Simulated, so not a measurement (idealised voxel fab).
A process module follows: voxel air gaps.
It is cross-section cut that appears here, measuring 230 nm in width, its square cells being 5 nm in size.
The cross-sections in this document take the form of a grid made of square cells. They are written out as bands, in order from top to bottom. Each band consists of one or more rows of cells. Band entry format. Leading values: height of top, height of bottom, nm. Remainder: materials in left-to-right order, each with its width in nm. Special words: "full width" on a single material, which then fills the band edge to edge; "empty", empty space. Heads up on the height convention: 0 is the point under which the incoming wafer is all one material, and the lowest band has no bottom, it just keeps going down, like "top 0, no bottom". Quick explanation for "30->40": the width changes in equal steps down the rows of cells, from the first number in the band's top row to the second number in its bottom row. No cell of the cross-section changed in a step that is given as "no change occurred". Enclosed voids (no open way to top), threshold 8 cells or more, entry "Sealed void listing", notation width x height at distance, distance from left edge, nm. Past the settings on a step's line: simulator remark, on that step. "overlay nm" answers the question of how far to the right of plan the mask lay on a step that has a mask, and when it is negative the answer is to the left.

## Set out below are the planned steps of the process
1. RECEIVE with material Si
2. CONFORMAL_DEP with material SiO2, thk nm 10
3. CONFORMAL_DEP with material SiN, thk nm 5
4. DIRECTIONAL_DEP with material lowk, thk nm 40
5. PATTERN with tone open, mask id LINES, material resist, width nm 20, pitch nm 45, thk nm 20, overlay nm -15
6. DIRECTIONAL_ETCH with etch materials lowk, depth nm 40
7. STRIP with etch materials resist
8. CONFORMAL_DEP with material TiN, thk nm 5
9. FILL_DEP with material Ru, thk nm 5
10. CMP with height nm 55
11. EPI with material Ru, thk nm 10
12. SELECTIVE_ETCH with etch materials lowk, depth nm 50
13. CONFORMAL_DEP with material SiCN, thk nm 5
Among the wafers covered here, the point of difference is the overlay nm at step 5; their starting state is shared, and the plan presents the value of the first wafer.

## Step 1 complete: as-received cross-section of the first of several wafers
- top 0, no bottom: Si full width
- Sealed void listing: none

## So in this table every wafer gets its own row, and what you see is where it stands at the end of the module: for each material, how many cells it picked up (+) or gave up (-) since we received it, and after that its closed voids
overlay nm -15 | +120 Ru | +146 SiCN | +46 SiN | +92 SiO2 | +72 TiN | Sealed void listing: 15 x 30 at 45; 15 x 30 at 90; 15 x 30 at 135
overlay nm -10 | +120 Ru | +146 SiCN | +46 SiN | +92 SiO2 | +72 TiN | Sealed void listing: 15 x 30 at 50; 15 x 30 at 95; 15 x 30 at 140
overlay nm -5 | +120 Ru | +146 SiCN | +46 SiN | +92 SiO2 | +72 TiN | Sealed void listing: 15 x 30 at 55; 15 x 30 at 100; 15 x 30 at 145
overlay nm 0 | +120 Ru | +146 SiCN | +46 SiN | +92 SiO2 | +72 TiN | Sealed void listing: 15 x 30 at 60; 15 x 30 at 105; 15 x 30 at 150
overlay nm 5 | +120 Ru | +146 SiCN | +46 SiN | +92 SiO2 | +72 TiN | Sealed void listing: 15 x 30 at 65; 15 x 30 at 110; 15 x 30 at 155
overlay nm 10 | +120 Ru | +146 SiCN | +46 SiN | +92 SiO2 | +72 TiN | Sealed void listing: 15 x 30 at 70; 15 x 30 at 115; 15 x 30 at 160
overlay nm 15 | +120 Ru | +146 SiCN | +46 SiN | +92 SiO2 | +72 TiN | Sealed void listing: 15 x 30 at 75; 15 x 30 at 120; 15 x 30 at 165
